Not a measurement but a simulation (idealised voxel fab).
process module | voxel released beams
cross-section cut | 300 nm wide | cells 5 nm
A cross-section is a grid of square cells, given in bands from the top down. A band is one or more rows of cells.
Each band's line starts with the height of the band's top and of its bottom, in nm. Then come its materials from left to right, each with its width in nm. One material with "throughout" fills the band from edge to edge. "air" is empty space.
Height 0 is the level under which the wafer as received is all one material. The lowest band goes on downwards, as in "0 down".
A width such as "30 to 40" changes by the same amount from each row of cells to the next, from the band's top row to its bottom row.
"no change" after a step means that no cell of the cross-section changed.
closed voids: empty space of 8 cells or more with no open way to the top, each as width x height at its distance from the left edge, in nm
after a step's settings: what the simulator itself notes on the step
overlay nm, on a step with a mask: how far to the right of its planned place the mask lay; to the left if negative
plan
1 op RECEIVE | material Si
2 op CONFORMAL_DEP | material Al2O3 | thk nm 10
3 op DIRECTIONAL_DEP | material SiO2 | thk nm 15
4 op MASKED_ETCH | tone open | mask id ANCHOR | width nm 25 | etch materials SiO2 | depth nm 15 | overlay nm 0
5 op CONFORMAL_DEP | material W | thk nm 10
6 op PATTERN | tone cover | mask id BEAM | material resist | width nm 100 | thk nm 20 | overlay nm 0
7 op DIRECTIONAL_ETCH | etch materials W | depth nm 10
8 op STRIP | etch materials resist
9 op STRIP | etch materials SiO2
varied across the wafers: width nm of step 4. The plan shows the first wafer's value. All wafers start alike
first wafer as received, after step 1
  0 down: Si throughout
  closed voids: none
each wafer at the end: cells of each material gained (+) or lost (-) since it was received, then its closed voids
width nm 25 | +120 Al2O3 | +52 W | closed voids: none
width nm 30 | +120 Al2O3 | +52 W | closed voids: none
width nm 35 | +120 Al2O3 | +52 W | closed voids: none
width nm 40 | +120 Al2O3 | +52 W | closed voids: none
width nm 45 | +120 Al2O3 | +52 W | closed voids: none
width nm 50 | +120 Al2O3 | +52 W | closed voids: none
